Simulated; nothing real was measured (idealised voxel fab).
Process module heading - voxel gate over fins
Displayed cross-section: cut, width of 215 nm, square cells sized 5 nm.
A cross-section is a grid of square cells, given in bands from the top down. A band is one or more rows of cells. Each band's line starts with the height of the band's top and of its bottom, in nm. Then come its materials from left to right, each with its width in nm. One material with "everywhere" fills the band from edge to edge. "empty" is empty space. Heights are measured from 0, the level below which the as-received wafer is all one material; the lowest band has no bottom and continues downward, written as in "0 nm and below". So if you see something like "30 to 40" for the width, read it as the top row of the band sitting at the first number and the bottom row at the second, with every row in between moving by the same amount as the last. A step reported as "changes: none" is a step in which no cell of the cross-section changed. Reported under the label "Completely sealed voids" are the empty spaces having no open way to the top and comprising 8 cells or more; the notation for each is width x height at distance, in which the distance is measured from the left edge and all three values are in nm. It should be noted that, on the line of a given step, the content following the step's settings is a remark produced by the simulator itself with respect to that step. Steps that use a mask can have "overlay nm" on their line. It says how far the mask sat to the right of where it was meant to be. Negative means to the left.

Steps planned for the process:
step 1: RECEIVE with material Si
step 2: CONFORMAL_DEP with material SiN, thk nm 10
step 3: PATTERN with tone cover, mask id FINS, material resist, width nm 15, pitch nm 40, thk nm 15, overlay nm 0
step 4: DIRECTIONAL_ETCH with etch materials SiN, depth nm 10
step 5: DIRECTIONAL_ETCH with etch materials Si, depth nm 40
step 6: STRIP with etch materials resist
step 7: FILL_DEP with material SiO2, thk nm 15
step 8: CMP with height nm 10
step 9: SELECTIVE_ETCH with etch materials SiO2, depth nm 20
step 10: STRIP with etch materials SiN
step 11: CONFORMAL_DEP with material HfO2, thk nm 5
step 12: CONFORMAL_DEP with material TiN, thk nm 5
step 13: CONFORMAL_DEP with material TiAl, thk nm 5
step 14: CONFORMAL_DEP with material TiN, thk nm 5
step 15: FILL_DEP with material W, thk nm 15
step 16: CMP with height nm 30
step 17: CONFORMAL_DEP with material SiN, thk nm 10

As received (post step 1): cross-section:
> 0 nm and below  Si everywhere
> Completely sealed voids: none

a wafer at the end: this start, this plan, one mistake:
> 40 nm to 30 nm  SiN everywhere
> 30 nm to 20 nm  W everywhere
> 20 nm to 15 nm  W 20 nm, then TiN 180 nm, then W 15 nm
> 15 nm to 10 nm  W 20 nm, then TiN 5 nm, then TiAl 170 nm, then TiN 5 nm, then W 15 nm
> 10 nm to 5 nm  TiN 25 nm, then TiAl 5 nm, then TiN 160 nm, then TiAl 5 nm, then TiN 20 nm
> 5 nm to 0 nm  TiAl 30 nm, then TiN 5 nm, then HfO2 30 nm, then TiN 10 nm, then HfO2 30 nm, then TiN 10 nm, then HfO2 30 nm, then TiN 10 nm, then HfO2 30 nm, then TiN 5 nm, then TiAl 25 nm
> 0 nm to -5 nm  TiN 35 nm, then HfO2 5 nm, then Si 20 nm, then HfO2 5 nm, then TiN 10 nm, then HfO2 5 nm, then Si 20 nm, then HfO2 5 nm, then TiN 10 nm, then HfO2 5 nm, then Si 20 nm, then HfO2 5 nm, then TiN 10 nm, then HfO2 5 nm, then Si 20 nm, then HfO2 5 nm, then TiN 30 nm
> -5 nm to -10 nm  HfO2 40 nm, then Si 20 nm, then HfO2 20 nm, then Si 20 nm, then HfO2 20 nm, then Si 20 nm, then HfO2 20 nm, then Si 20 nm, then HfO2 35 nm
> -10 nm to -40 nm  SiO2 40 nm, then Si 20 nm, then SiO2 20 nm, then Si 20 nm, then SiO2 20 nm, then Si 20 nm, then SiO2 20 nm, then Si 20 nm, then SiO2 35 nm
> -40 nm and below  Si everywhere
> Completely sealed voids: none
What broke from the plan during processing? step 3 ran differently from the plan; actual operation with settings: PATTERN with tone cover, mask id FINS, material resist, width nm 20, pitch nm 40, thk nm 15, overlay nm 0
